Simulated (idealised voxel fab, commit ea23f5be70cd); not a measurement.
process module | voxel self aligned contacts
cross-section cut | 235 nm wide | cells 5 nm
A cross-section is a grid of square cells, given in bands from the top down. A band is one or more rows of cells.
Each band's line starts with the height of the band's top and of its bottom, in nm. Then come its materials from left to right, each with its width in nm. One material with "throughout" fills the band from edge to edge. "air" is empty space.
Height 0 is the level under which the wafer as received is all one material. The lowest band goes on downwards, as in "0 down".
A width such as "30 to 40" changes by the same amount from each row of cells to the next, from the band's top row to its bottom row.
"no change" after a step means that no cell of the cross-section changed.
closed voids: empty space of 8 cells or more with no open way to the top, each as width x height at its distance from the left edge, in nm
after a step's settings: what the simulator itself notes on the step
overlay nm, on a step with a mask: how far to the right of its planned place the mask lay; to the left if negative
plan
1 op RECEIVE | material Si
2 op OXIDIZE | depth nm 5
3 op DIRECTIONAL_DEP | material polySi | thk nm 20
4 op DIRECTIONAL_DEP | material SiN | thk nm 15
5 op DIRECTIONAL_DEP | material aC | thk nm 15
6 op PATTERN | tone cover | mask id GATE | material resist | width nm 35 | pitch nm 60 | thk nm 30 | overlay nm 0
7 op DIRECTIONAL_ETCH | etch materials aC | depth nm 15
8 op STRIP | etch materials resist
9 op DIRECTIONAL_ETCH | etch materials SiN | depth nm 15
10 op DIRECTIONAL_ETCH | etch materials polySi | depth nm 20
11 op STRIP | etch materials aC
12 op CONFORMAL_DEP | material SiN | thk nm 5
13 op DIRECTIONAL_ETCH | etch materials SiN | depth nm 5
14 op FILL_DEP | material SiO2 | thk nm 10
15 op CMP | height nm 40
16 op DIRECTIONAL_DEP | material aC | thk nm 10
17 op PATTERN | tone open | mask id CONTACT | material resist | width nm 25 | thk nm 30 | overlay nm 0
18 op DIRECTIONAL_ETCH | etch materials aC | depth nm 10
19 op STRIP | etch materials resist
20 op DIRECTIONAL_ETCH | etch materials SiO2 | depth nm 45
21 op STRIP | etch materials aC
22 op CONFORMAL_DEP | material TiN | thk nm 5
23 op FILL_DEP | material Ru | thk nm 10
24 op CMP | height nm 40
25 op CONFORMAL_DEP | material SiN | thk nm 5
varied across the wafers: width nm of step 17. The plan shows the first wafer's value. All wafers start alike
first wafer as received, after step 1
  0 down: Si throughout
  closed voids: none
each wafer at the end: cells of each material gained (+) or lost (-) since it was received, then its closed voids
width nm 25 | +8 Ru | -47 Si | +117 SiN | +268 SiO2 | +21 TiN | +56 polySi | closed voids: none
width nm 30 | +8 Ru | -47 Si | +117 SiN | +267 SiO2 | +22 TiN | +56 polySi | closed voids: none
width nm 35 | +8 Ru | -47 Si | +117 SiN | +266 SiO2 | +23 TiN | +56 polySi | closed voids: none
width nm 40 | +8 Ru | -47 Si | +117 SiN | +265 SiO2 | +24 TiN | +56 polySi | closed voids: none
width nm 45 | +8 Ru | -47 Si | +117 SiN | +264 SiO2 | +25 TiN | +56 polySi | closed voids: none
width nm 50 | +8 Ru | -47 Si | +117 SiN | +263 SiO2 | +26 TiN | +56 polySi | closed voids: none
